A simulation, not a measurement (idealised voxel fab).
A process module follows: voxel ribs on slabs.
Xsec cut, 145 nm wide, square cell size 5 nm.
Heads up, the way a cross-section reads in here is a grid of square cells, handed over as bands from the top down, with every band being one or more rows of cells.
Band: top and bottom heights (nm) first, top before bottom; then materials from left to right, widths in nm. "everywhere" marks a sole material filling the band edge to edge. "air" denotes empty space.
All heights in this document are referenced to 0, defined as the level beneath which the wafer, as received, consists entirely of one material. The lowest band is not bounded below; it extends indefinitely downward and is written in the form "0 and below".
Quick explanation for "30->40": the width changes in equal steps down the rows of cells, from the first number in the band's top row to the second number in its bottom row.
When a step is marked "no modifications", none of the cells in the cross-section changed during that step.
Basically, "Voids lacking openings" tells you about the enclosed voids: empty spaces with no open way to the top, 8 cells or bigger, each written width x height at distance, where distance is from the left edge, all in nm.
Formally, on a step line, whatever follows the settings is a remark that the simulator itself makes on the step.
overlay nm: for a step with a mask, the amount by which the mask lay right of where it was planned; a negative amount means left of it.
[Below is the list of planned process steps]
1: RECEIVE, material Si
2: DIRECTIONAL_DEP, material SiO2, thk nm 30
3: DIRECTIONAL_DEP, material polySi, thk nm 15
4: MASKED_ETCH, tone cover, mask id RIB, width nm 25, etch materials polySi, depth nm 5, overlay nm 0
5: PATTERN, tone cover, mask id SLAB, material resist, width nm 65, thk nm 20, overlay nm 0
6: DIRECTIONAL_ETCH, etch materials polySi, depth nm 10
7: STRIP, etch materials resist
8: FILL_DEP, material SiO2, thk nm 30
9: CMP, height nm 65
10: DIRECTIONAL_DEP, material TiN, thk nm 10
11: PATTERN, tone cover, mask id HEATER, material resist, width nm 35, thk nm 15, overlay nm 0
12: DIRECTIONAL_ETCH, etch materials TiN, depth nm 10
13: STRIP, etch materials resist
14: CONFORMAL_DEP, material SiO2, thk nm 5
[Account of the first of two wafers, which was processed as intended]
[Incoming wafer, cross-sectional view, post step 1]
0 and below | Si everywhere
Voids lacking openings: none
[The wafer in cross-section once step 2 is complete]
30 down to 0 | SiO2 everywhere
Note: structure below 0 unchanged.
[The wafer in cross-section once step 3 is complete]
45 down to 30 | polySi everywhere
Note: structure below 30 unchanged.
[The wafer in cross-section once step 4 is complete]
45 down to 40 | air 60, polySi 25, air 60
Note: structure below 40 unchanged.
[The wafer in cross-section once step 5 is complete]
65 down to 45 | air 40, resist 65, air 40
45 down to 40 | air 40, resist 20, polySi 25, resist 20, air 40
Note: structure below 40 unchanged.
[The wafer in cross-section once step 6 is complete]
65 down to 45 | air 40, resist 65, air 40
45 down to 40 | air 40, resist 20, polySi 25, resist 20, air 40
40 down to 30 | air 40, polySi 65, air 40
Note: structure below 30 unchanged.
[The wafer in cross-section once step 7 is complete]
45 down to 40 | air 60, polySi 25, air 60
Note: structure below 40 unchanged.
[The wafer in cross-section once step 8 is complete]
75 down to 45 | SiO2 everywhere
45 down to 40 | SiO2 60, polySi 25, SiO2 60
40 down to 30 | SiO2 40, polySi 65, SiO2 40
Note: structure below 30 unchanged.
[The wafer in cross-section once step 9 is complete]
65 down to 45 | SiO2 everywhere
Note: structure below 45 unchanged.
[The wafer in cross-section once step 10 is complete]
75 down to 65 | TiN everywhere
Note: structure below 65 unchanged.
[The wafer in cross-section once step 11 is complete]
90 down to 75 | air 55, resist 35, air 55
Note: structure below 75 unchanged.
[The wafer in cross-section once step 12 is complete]
90 down to 75 | air 55, resist 35, air 55
75 down to 65 | air 55, TiN 35, air 55
Note: structure below 65 unchanged.
[The wafer in cross-section once step 13 is complete]
75 down to 65 | air 55, TiN 35, air 55
Note: structure below 65 unchanged.
[The wafer in cross-section once step 14 is complete]
80 down to 75 | air 50, SiO2 45, air 50
75 down to 70 | air 50, SiO2 5, TiN 35, SiO2 5, air 50
70 down to 65 | SiO2 55, TiN 35, SiO2 55
Note: structure below 65 unchanged.
[What follows concerns the second wafer, which started out like the first and was meant to follow the very same plan; one mistake crept in when it was run, but everything up to and including step 13 is the same as for the first wafer]
Second wafer, section view, time point: scheduled end of step 14: no modifications
What was the processing mistake? plan step 14 skipped
Wrapping up, a cell-based count of both wafers puts the second over or under the first for these materials: 33 fewer of SiO2
